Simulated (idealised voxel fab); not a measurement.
The name of this process module is voxel released beams.
Cross-sectional view cut (width: 195 nm; square cell size: 5 nm).
A cross-section is a grid of square cells, given in bands from the top down. A band is one or more rows of cells. Quick guide to a band line: top height, bottom height (nm) up front; then every material left to right with its width in nm. Only one material and it's marked "full width"? Then it fills the band edge to edge. And "air" just means empty space. Measure heights from 0. That's the level where, below it, the as-received wafer is all one material. The lowest band is bottomless and extends downward; write it as in "top 0, no bottom". Width: "30..40" (first number = top row, second number = bottom row, same change from row to row of cells). It should be understood that the words "no modification", when stated for a given step, signify that the cross-section underwent no change in any of its cells during that step. The list in "Enclosed void inventory" covers empty spaces of 8 cells or more that cannot reach the top through any open way, and it gives each as width x height at distance; the distance is from the left edge, and width, height and distance are in nm. That trailing text on a step's line, after the settings, is the simulator's own remark on the step. For masked steps, "overlay nm" on the step line gives how far right of plan the mask actually lay; a minus sign means it lay to the left.

## plan
1) RECEIVE (material Si)
2) CONFORMAL_DEP (material SiN; thk nm 5)
3) DIRECTIONAL_DEP (material SiO2; thk nm 10)
4) MASKED_ETCH (tone open; mask id ANCHOR; width nm 45; etch materials SiO2; depth nm 10; overlay nm 0)
5) CONFORMAL_DEP (material TiN; thk nm 15)
6) DIRECTIONAL_DEP (material aC; thk nm 10)
7) PATTERN (tone cover; mask id BEAM; material resist; width nm 120; thk nm 30; overlay nm 0)
8) DIRECTIONAL_ETCH (etch materials aC; depth nm 10)
9) STRIP (etch materials resist)
10) DIRECTIONAL_ETCH (etch materials TiN; depth nm 15)
11) STRIP (etch materials aC)
12) STRIP (etch materials SiO2)

## Wafer as received: cross-section following step 1
- top 0, no bottom: Si full width
- Enclosed void inventory: none

## Same starting wafer, same plan as above, one mistake in the execution; this is the cross-section at the end of the module
- top 30, bottom 20: 35 air; 65 TiN; 95 air
- top 20, bottom 15: 35 air; 120 TiN; 40 air
- top 15, bottom 5: 25 air; 15 TiN; 45 SiO2; 70 TiN; 40 air
- top 5, bottom 0: SiN full width
- top 0, no bottom: Si full width
- Enclosed void inventory: none
So what did we get wrong on this run? in deviation from the planned setting, step 4 was conducted as MASKED_ETCH (tone cover; mask id ANCHOR; width nm 45; etch materials SiO2; depth nm 10; overlay nm 0)
